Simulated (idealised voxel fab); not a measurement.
The following is a process module called voxel gate over fins.
Cross-section cut: width 255 nm, square cells of 5 nm.
Notation: cross-section as square-cell grid; stated in bands, top first, going down; one or more cell rows per band.
The entry gives the band's vertical extent as a top height and a bottom height in nm, then its horizontal make-up as materials from left to right, each with a width in nm. "air" stands for empty space; a single material marked "full width" fills the band edge to edge.
Note: height 0 marks the level under which the wafer is uniformly one material as received. Lowest band unbounded below, written "0 down".
A two-number width, for instance "30..40", indicates that the width is equal to the first number in the top row of the band and to the second number in the bottom row, and that it changes by a constant amount per row of cells.
Given "nothing altered" for a step, no cell of the cross-section differs between before and after that step.
Basically, "Unvented internal voids" tells you about the enclosed voids: empty spaces with no open way to the top, 8 cells or bigger, each written width x height at distance, where distance is from the left edge, all in nm.
Past the settings on a step's line: simulator remark, on that step.
Steps that use a mask can have "overlay nm" on their line. It says how far the mask sat to the right of where it was meant to be. Negative means to the left.

**The following list gives the planned process steps**
1,RECEIVE with material Si
2,CONFORMAL_DEP with material SiN, thk nm 10
3,MASKED_ETCH with tone cover, mask id FINS, width nm 15, pitch nm 45, etch materials SiN, depth nm 10, overlay nm 0
4,MASKED_ETCH with tone cover, mask id FINS, width nm 15, pitch nm 45, etch materials Si, depth nm 30, overlay nm 0
5,OXIDIZE with depth nm 5
6,FILL_DEP with material SiO2, thk nm 10
7,CMP with height nm 10
8,SELECTIVE_ETCH with etch materials SiO2, depth nm 25
9,STRIP with etch materials SiN
10,CONFORMAL_DEP with material HfO2, thk nm 5
11,CONFORMAL_DEP with material TiN, thk nm 5
12,FILL_DEP with material W, thk nm 15
13,CMP with height nm 20
14,CONFORMAL_DEP with material SiN, thk nm 10

**Wafer at receipt (post step 1), cross-section**
0 down: Si full width
Unvented internal voids: none

**a wafer at the end: this start, this plan, one mistake**
30 to 10: SiN full width
10 to 5: 90 nm SiN, 25 nm TiN, 20 nm SiN, 25 nm TiN, 95 nm SiN
5 to 0: 90 nm SiN, 5 nm TiN, 15 nm HfO2, 5 nm TiN, 20 nm SiN, 5 nm TiN, 15 nm HfO2, 5 nm TiN, 95 nm SiN
0 to -5: 90 nm SiN, 5 nm TiN, 5 nm HfO2, 5 nm Si, 5 nm HfO2, 5 nm TiN, 20 nm SiN, 5 nm TiN, 5 nm HfO2, 5 nm Si, 5 nm HfO2, 5 nm TiN, 95 nm SiN
-5 to -10: 95 nm TiN, 5 nm HfO2, 5 nm Si, 5 nm HfO2, 30 nm TiN, 5 nm HfO2, 5 nm Si, 5 nm HfO2, 100 nm TiN
-10 to -15: 100 nm HfO2, 5 nm Si, 40 nm HfO2, 5 nm Si, 105 nm HfO2
-15 to -35: 100 nm SiO2, 5 nm Si, 40 nm SiO2, 5 nm Si, 105 nm SiO2
-35 down: Si full width
Unvented internal voids: none
The plan and the run diverged here: rather than as planned, step 12 actually ran as FILL_DEP with material SiN, thk nm 15
